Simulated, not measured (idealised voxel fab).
Process module in this document: voxel transistor to metal
The cross-section on display is named cut; it measures 150 nm wide, and its cells are 5 nm squares.
A cross-section is written here as square cells arranged in a grid, and it is given in bands from the top down, each band taking up one or more rows of cells.
Within each band entry, the heights of the top and of the bottom of the band appear first, in that order and in nm; the materials of the band then follow from left to right, each with its corresponding width in nm. The designation "edge to edge" on a single material indicates that it fills the band from edge to edge; the designation "empty" indicates empty space.
Counting heights begins at 0, where everything beneath is, in the wafer as received, one material. The lowest band has no bottom; it goes on downwards, as "0 down" shows.
A two-number width, for instance "30->40", indicates that the width is equal to the first number in the top row of the band and to the second number in the bottom row, and that it changes by a constant amount per row of cells.
The cross-section has no changed cell in any step marked "nothing got changed".
Closed-off voids of 8+ cells (no open route to the top) go in "Fully sealed voids", written width x height at distance from the left edge, in nm.
after a step's settings: what the simulator itself notes on the step
overlay nm: where the mask lay relative to plan, measured to the right, on steps with a mask; negatives go left.

The planned process steps are enumerated hereunder
1: RECEIVE with material Si
2: CONFORMAL_DEP with material SiO2, thk nm 5
3: CONFORMAL_DEP with material SiN, thk nm 15
4: MASKED_ETCH with tone cover, mask id ACTIVE, width nm 105, etch materials SiN, depth nm 15, overlay nm 0
5: MASKED_ETCH with tone cover, mask id ACTIVE, width nm 105, etch materials SiO2, depth nm 5, overlay nm 0
6: MASKED_ETCH with tone cover, mask id ACTIVE, width nm 105, etch materials Si, depth nm 30, overlay nm 0
7: FILL_DEP with material SiO2, thk nm 10
8: CMP with height nm 20
9: SELECTIVE_ETCH with etch materials SiO2, depth nm 10
10: STRIP with etch materials SiN
11: SELECTIVE_ETCH with etch materials SiO2, depth nm 5
12: OXIDIZE with depth nm 5
13: DIRECTIONAL_DEP with material polySi, thk nm 20
14: DIRECTIONAL_DEP with material SiCN, thk nm 10
15: MASKED_ETCH with tone cover, mask id GATE, width nm 25, etch materials SiCN, depth nm 20, overlay nm 0
16: MASKED_ETCH with tone cover, mask id GATE, width nm 25, etch materials polySi, depth nm 30, overlay nm 0
17: CONFORMAL_DEP with material SiN, thk nm 5
18: DIRECTIONAL_ETCH with etch materials SiN, depth nm 5
19: DIRECTIONAL_ETCH with etch materials SiO2, depth nm 5
20: EPI with material nSi, thk nm 5
21: FILL_DEP with material SiO2, thk nm 10
22: CMP with height nm 30
23: DIRECTIONAL_DEP with material SiO2, thk nm 10
24: MASKED_ETCH with tone open, mask id CONTACT, width nm 15, pitch nm 80, etch materials SiO2, depth nm 40, overlay nm 0
25: CONFORMAL_DEP with material TiN, thk nm 5
26: FILL_DEP with material W, thk nm 10
27: CMP with height nm 40
28: CONFORMAL_DEP with material SiCN, thk nm 5
29: DIRECTIONAL_DEP with material SiO2, thk nm 15
30: MASKED_ETCH with tone open, mask id METAL_1, width nm 15, pitch nm 80, etch materials SiO2, depth nm 15, overlay nm 0
31: MASKED_ETCH with tone open, mask id METAL_1, width nm 15, pitch nm 80, etch materials SiCN, depth nm 5, overlay nm 0
32: CONFORMAL_DEP with material TiN, thk nm 5
33: FILL_DEP with material Cu, thk nm 10
34: CMP with height nm 60
35: CONFORMAL_DEP with material SiCN, thk nm 5
36: DIRECTIONAL_DEP with material SiO2, thk nm 25
37: MASKED_ETCH with tone open, mask id METAL_2, width nm 15, pitch nm 80, etch materials SiO2, depth nm 15, overlay nm 0
38: MASKED_ETCH with tone open, mask id METAL_2_HOLES, width nm 15, pitch nm 80, etch materials SiO2, depth nm 10, overlay nm 0
39: MASKED_ETCH with tone open, mask id METAL_2_HOLES, width nm 15, pitch nm 80, etch materials SiCN, depth nm 5, overlay nm 0
40: CONFORMAL_DEP with material TiN, thk nm 5
41: FILL_DEP with material Ru, thk nm 10
42: CMP with height nm 90
43: CONFORMAL_DEP with material SiN, thk nm 5

First wafer of two (run as planned)

This is the cross-section of the wafer as we received it, i.e. after step 1
* 0 down: Si edge to edge
* Fully sealed voids: none

Once step 2 is through, the wafer looks like this in cross-section
* 5 to 0: SiO2 edge to edge
* No changes below 0.

Once step 3 is through, the wafer looks like this in cross-section
* 20 to 5: SiN edge to edge
* No changes below 5.

Once step 4 is through, the wafer looks like this in cross-section
* 20 to 5: 20 empty, then 105 SiN, then 25 empty
* No changes below 5.

Once step 5 is through, the wafer looks like this in cross-section
* 20 to 5: 20 empty, then 105 SiN, then 25 empty
* 5 to 0: 20 empty, then 105 SiO2, then 25 empty
* No changes below 0.

Once step 6 is through, the wafer looks like this in cross-section
* 20 to 5: 20 empty, then 105 SiN, then 25 empty
* 5 to 0: 20 empty, then 105 SiO2, then 25 empty
* 0 to -30: 20 empty, then 105 Si, then 25 empty
* No changes below -30.

Once step 7 is through, the wafer looks like this in cross-section
* 30 to 20: SiO2 edge to edge
* 20 to 5: 20 SiO2, then 105 SiN, then 25 SiO2
* 5 to 0: SiO2 edge to edge
* 0 to -30: 20 SiO2, then 105 Si, then 25 SiO2
* No changes below -30.

Once step 8 is through, the wafer looks like this in cross-section
* 20 to 5: 20 SiO2, then 105 SiN, then 25 SiO2
* No changes below 5.

Once step 9 is through, the wafer looks like this in cross-section
* 20 to 10: 20 empty, then 105 SiN, then 25 empty
* No changes below 10.

Once step 10 is through, the wafer looks like this in cross-section
* 10 to 5: 20 SiO2, then 105 empty, then 25 SiO2
* No changes below 5.

Once step 11 is through, the wafer looks like this in cross-section
* 5 to 0: 15 SiO2, then 115 empty, then 20 SiO2
* No changes below 0.

Once step 12 is through, the wafer looks like this in cross-section
* 5 to 0: 15 SiO2, then 115 empty, then 20 SiO2
* 0 to -5: SiO2 edge to edge
* No changes below -5.

Once step 13 is through, the wafer looks like this in cross-section
* 25 to 20: 15 polySi, then 115 empty, then 20 polySi
* 20 to 5: polySi edge to edge
* 5 to 0: 15 SiO2, then 115 polySi, then 20 SiO2
* No changes below 0.

Once step 14 is through, the wafer looks like this in cross-section
* 35 to 30: 15 SiCN, then 115 empty, then 20 SiCN
* 30 to 25: SiCN edge to edge
* 25 to 20: 15 polySi, then 115 SiCN, then 20 polySi
* No changes below 20.

Once step 15 is through, the wafer looks like this in cross-section
* 30 to 25: 60 empty, then 25 SiCN, then 65 empty
* 25 to 20: 15 polySi, then 45 empty, then 25 SiCN, then 45 empty, then 20 polySi
* No changes below 20.

Once step 16 is through, the wafer looks like this in cross-section
* 30 to 20: 60 empty, then 25 SiCN, then 65 empty
* 20 to 5: 60 empty, then 25 polySi, then 65 empty
* 5 to 0: 15 SiO2, then 45 empty, then 25 polySi, then 45 empty, then 20 SiO2
* No changes below 0.

Once step 17 is through, the wafer looks like this in cross-section
* 35 to 30: 55 empty, then 35 SiN, then 60 empty
* 30 to 20: 55 empty, then 5 SiN, then 25 SiCN, then 5 SiN, then 60 empty
* 20 to 10: 55 empty, then 5 SiN, then 25 polySi, then 5 SiN, then 60 empty
* 10 to 5: 20 SiN, then 35 empty, then 5 SiN, then 25 polySi, then 5 SiN, then 35 empty, then 25 SiN
* 5 to 0: 15 SiO2, then 45 SiN, then 25 polySi, then 45 SiN, then 20 SiO2
* No changes below 0.

Once step 18 is through, the wafer looks like this in cross-section
* 30 to 20: 55 empty, then 5 SiN, then 25 SiCN, then 5 SiN, then 60 empty
* 20 to 5: 55 empty, then 5 SiN, then 25 polySi, then 5 SiN, then 60 empty
* 5 to 0: 15 SiO2, then 5 SiN, then 35 empty, then 5 SiN, then 25 polySi, then 5 SiN, then 35 empty, then 5 SiN, then 20 SiO2
* No changes below 0.

Once step 19 is through, the wafer looks like this in cross-section
* 30 to 20: 55 empty, then 5 SiN, then 25 SiCN, then 5 SiN, then 60 empty
* 20 to 5: 55 empty, then 5 SiN, then 25 polySi, then 5 SiN, then 60 empty
* 5 to 0: 15 empty, then 5 SiN, then 35 empty, then 5 SiN, then 25 polySi, then 5 SiN, then 35 empty, then 5 SiN, then 20 empty
* 0 to -5: 20 SiO2, then 35 empty, then 35 SiO2, then 35 empty, then 25 SiO2
* No changes below -5.

Once step 20 is through, the wafer looks like this in cross-section
* 30 to 20: 55 empty, then 5 SiN, then 25 SiCN, then 5 SiN, then 60 empty
* 20 to 5: 55 empty, then 5 SiN, then 25 polySi, then 5 SiN, then 60 empty
* 5 to 0: 15 empty, then 5 SiN, then 35 empty, then 5 SiN, then 25 polySi, then 5 SiN, then 35 empty, then 5 SiN, then 20 empty
* 0 to -5: 20 SiO2, then 35 nSi, then 35 SiO2, then 35 nSi, then 25 SiO2
* No changes below -5.

Once step 21 is through, the wafer looks like this in cross-section
* 40 to 30: SiO2 edge to edge
* 30 to 20: 55 SiO2, then 5 SiN, then 25 SiCN, then 5 SiN, then 60 SiO2
* 20 to 5: 55 SiO2, then 5 SiN, then 25 polySi, then 5 SiN, then 60 SiO2
* 5 to 0: 15 SiO2, then 5 SiN, then 35 SiO2, then 5 SiN, then 25 polySi, then 5 SiN, then 35 SiO2, then 5 SiN, then 20 SiO2
* No changes below 0.

Once step 22 is through, the wafer looks like this in cross-section
* 30 to 20: 55 SiO2, then 5 SiN, then 25 SiCN, then 5 SiN, then 60 SiO2
* No changes below 20.

Once step 23 is through, the wafer looks like this in cross-section
* 40 to 30: SiO2 edge to edge
* No changes below 30.

Once step 24 is through, the wafer looks like this in cross-section
* 40 to 30: 25 SiO2, then 15 empty, then 65 SiO2, then 15 empty, then 30 SiO2
* 30 to 20: 25 SiO2, then 15 empty, then 15 SiO2, then 5 SiN, then 25 SiCN, then 5 SiN, then 15 SiO2, then 15 empty, then 30 SiO2
* 20 to 5: 25 SiO2, then 15 empty, then 15 SiO2, then 5 SiN, then 25 polySi, then 5 SiN, then 15 SiO2, then 15 empty, then 30 SiO2
* 5 to 0: 15 SiO2, then 5 SiN, then 5 SiO2, then 15 empty, then 15 SiO2, then 5 SiN, then 25 polySi, then 5 SiN, then 15 SiO2, then 15 empty, then 5 SiO2, then 5 SiN, then 20 SiO2
* No changes below 0.

Once step 25 is through, the wafer looks like this in cross-section
* 45 to 40: 30 TiN, then 5 empty, then 75 TiN, then 5 empty, then 35 TiN
* 40 to 30: 25 SiO2, then 5 TiN, then 5 empty, then 5 TiN, then 65 SiO2, then 5 TiN, then 5 empty, then 5 TiN, then 30 SiO2
* 30 to 20: 25 SiO2, then 5 TiN, then 5 empty, then 5 TiN, then 15 SiO2, then 5 SiN, then 25 SiCN, then 5 SiN, then 15 SiO2, then 5 TiN, then 5 empty, then 5 TiN, then 30 SiO2
* 20 to 5: 25 SiO2, then 5 TiN, then 5 empty, then 5 TiN, then 15 SiO2, then 5 SiN, then 25 polySi, then 5 SiN, then 15 SiO2, then 5 TiN, then 5 empty, then 5 TiN, then 30 SiO2
* 5 to 0: 15 SiO2, then 5 SiN, then 5 SiO2, then 15 TiN, then 15 SiO2, then 5 SiN, then 25 polySi, then 5 SiN, then 15 SiO2, then 15 TiN, then 5 SiO2, then 5 SiN, then 20 SiO2
* No changes below 0.

Once step 26 is through, the wafer looks like this in cross-section
* 55 to 45: W edge to edge
* 45 to 40: 30 TiN, then 5 W, then 75 TiN, then 5 W, then 35 TiN
* 40 to 30: 25 SiO2, then 5 TiN, then 5 W, then 5 TiN, then 65 SiO2, then 5 TiN, then 5 W, then 5 TiN, then 30 SiO2
* 30 to 20: 25 SiO2, then 5 TiN, then 5 W, then 5 TiN, then 15 SiO2, then 5 SiN, then 25 SiCN, then 5 SiN, then 15 SiO2, then 5 TiN, then 5 W, then 5 TiN, then 30 SiO2
* 20 to 5: 25 SiO2, then 5 TiN, then 5 W, then 5 TiN, then 15 SiO2, then 5 SiN, then 25 polySi, then 5 SiN, then 15 SiO2, then 5 TiN, then 5 W, then 5 TiN, then 30 SiO2
* No changes below 5.

Once step 27 is through, the wafer looks like this in cross-section
* 40 to 30: 25 SiO2, then 5 TiN, then 5 W, then 5 TiN, then 65 SiO2, then 5 TiN, then 5 W, then 5 TiN, then 30 SiO2
* No changes below 30.

Once step 28 is through, the wafer looks like this in cross-section
* 45 to 40: SiCN edge to edge
* No changes below 40.

Once step 29 is through, the wafer looks like this in cross-section
* 60 to 45: SiO2 edge to edge
* No changes below 45.

Once step 30 is through, the wafer looks like this in cross-section
* 60 to 45: 25 SiO2, then 15 empty, then 65 SiO2, then 15 empty, then 30 SiO2
* No changes below 45.

Once step 31 is through, the wafer looks like this in cross-section
* 60 to 45: 25 SiO2, then 15 empty, then 65 SiO2, then 15 empty, then 30 SiO2
* 45 to 40: 25 SiCN, then 15 empty, then 65 SiCN, then 15 empty, then 30 SiCN
* No changes below 40.

Once step 32 is through, the wafer looks like this in cross-section
* 65 to 60: 30 TiN, then 5 empty, then 75 TiN, then 5 empty, then 35 TiN
* 60 to 45: 25 SiO2, then 5 TiN, then 5 empty, then 5 TiN, then 65 SiO2, then 5 TiN, then 5 empty, then 5 TiN, then 30 SiO2
* 45 to 40: 25 SiCN, then 15 TiN, then 65 SiCN, then 15 TiN, then 30 SiCN
* No changes below 40.

Once step 33 is through, the wafer looks like this in cross-section
* 75 to 65: Cu edge to edge
* 65 to 60: 30 TiN, then 5 Cu, then 75 TiN, then 5 Cu, then 35 TiN
* 60 to 45: 25 SiO2, then 5 TiN, then 5 Cu, then 5 TiN, then 65 SiO2, then 5 TiN, then 5 Cu, then 5 TiN, then 30 SiO2
* No changes below 45.

Once step 34 is through, the wafer looks like this in cross-section
* 60 to 45: 25 SiO2, then 5 TiN, then 5 Cu, then 5 TiN, then 65 SiO2, then 5 TiN, then 5 Cu, then 5 TiN, then 30 SiO2
* No changes below 45.

Once step 35 is through, the wafer looks like this in cross-section
* 65 to 60: SiCN edge to edge
* No changes below 60.

Once step 36 is through, the wafer looks like this in cross-section
* 90 to 65: SiO2 edge to edge
* No changes below 65.

Once step 37 is through, the wafer looks like this in cross-section
* 90 to 75: 25 SiO2, then 15 empty, then 65 SiO2, then 15 empty, then 30 SiO2
* No changes below 75.

Once step 38 is through, the wafer looks like this in cross-section
* 90 to 65: 25 SiO2, then 15 empty, then 65 SiO2, then 15 empty, then 30 SiO2
* No changes below 65.

Once step 39 is through, the wafer looks like this in cross-section
* 90 to 65: 25 SiO2, then 15 empty, then 65 SiO2, then 15 empty, then 30 SiO2
* 65 to 60: 25 SiCN, then 15 empty, then 65 SiCN, then 15 empty, then 30 SiCN
* No changes below 60.

Once step 40 is through, the wafer looks like this in cross-section
* 95 to 90: 30 TiN, then 5 empty, then 75 TiN, then 5 empty, then 35 TiN
* 90 to 65: 25 SiO2, then 5 TiN, then 5 empty, then 5 TiN, then 65 SiO2, then 5 TiN, then 5 empty, then 5 TiN, then 30 SiO2
* 65 to 60: 25 SiCN, then 15 TiN, then 65 SiCN, then 15 TiN, then 30 SiCN
* No changes below 60.

Once step 41 is through, the wafer looks like this in cross-section
* 105 to 95: Ru edge to edge
* 95 to 90: 30 TiN, then 5 Ru, then 75 TiN, then 5 Ru, then 35 TiN
* 90 to 65: 25 SiO2, then 5 TiN, then 5 Ru, then 5 TiN, then 65 SiO2, then 5 TiN, then 5 Ru, then 5 TiN, then 30 SiO2
* No changes below 65.

Once step 42 is through, the wafer looks like this in cross-section
* 90 to 65: 25 SiO2, then 5 TiN, then 5 Ru, then 5 TiN, then 65 SiO2, then 5 TiN, then 5 Ru, then 5 TiN, then 30 SiO2
* No changes below 65.

Once step 43 is through, the wafer looks like this in cross-section
* 95 to 90: SiN edge to edge
* No changes below 90.

Wafer two of the pair: same origin, same plan, one error during the run; identical to wafer one up to and including step 36

Cross-section: second wafer, time at which step 37 was scheduled to end
* 90 to 75: 25 empty, then 15 SiO2, then 65 empty, then 15 SiO2, then 30 empty
* No changes below 75.

Cross-section: second wafer, time at which step 38 was scheduled to end
* 80 to 75: 25 empty, then 15 SiO2, then 65 empty, then 15 SiO2, then 30 empty
* No changes below 75.

Cross-section: second wafer, time at which step 39 was scheduled to end: nothing got changed

Cross-section: second wafer, time at which step 40 was scheduled to end
* 85 to 80: 20 empty, then 25 TiN, then 55 empty, then 25 TiN, then 25 empty
* 80 to 75: 25 TiN, then 15 SiO2, then 65 TiN, then 15 SiO2, then 30 TiN
* No changes below 75.

Cross-section: second wafer, time at which step 41 was scheduled to end
* 95 to 85: Ru edge to edge
* 85 to 80: 20 Ru, then 25 TiN, then 55 Ru, then 25 TiN, then 25 Ru
* No changes below 80.

Cross-section: second wafer, time at which step 42 was scheduled to end
* 90 to 85: Ru edge to edge
* No changes below 85.

Cross-section: second wafer, time at which step 43 was scheduled to end
* 95 to 90: SiN edge to edge
* No changes below 90.
What broke from the plan during processing? planned and actual differ for step 37; actual: MASKED_ETCH with tone cover, mask id METAL_2, width nm 15, pitch nm 80, etch materials SiO2, depth nm 15, overlay nm 0
Cell-count delta at end, second wafer over first, by material: Ru +40 | SiCN +6 | SiO2 -54 | TiN +8
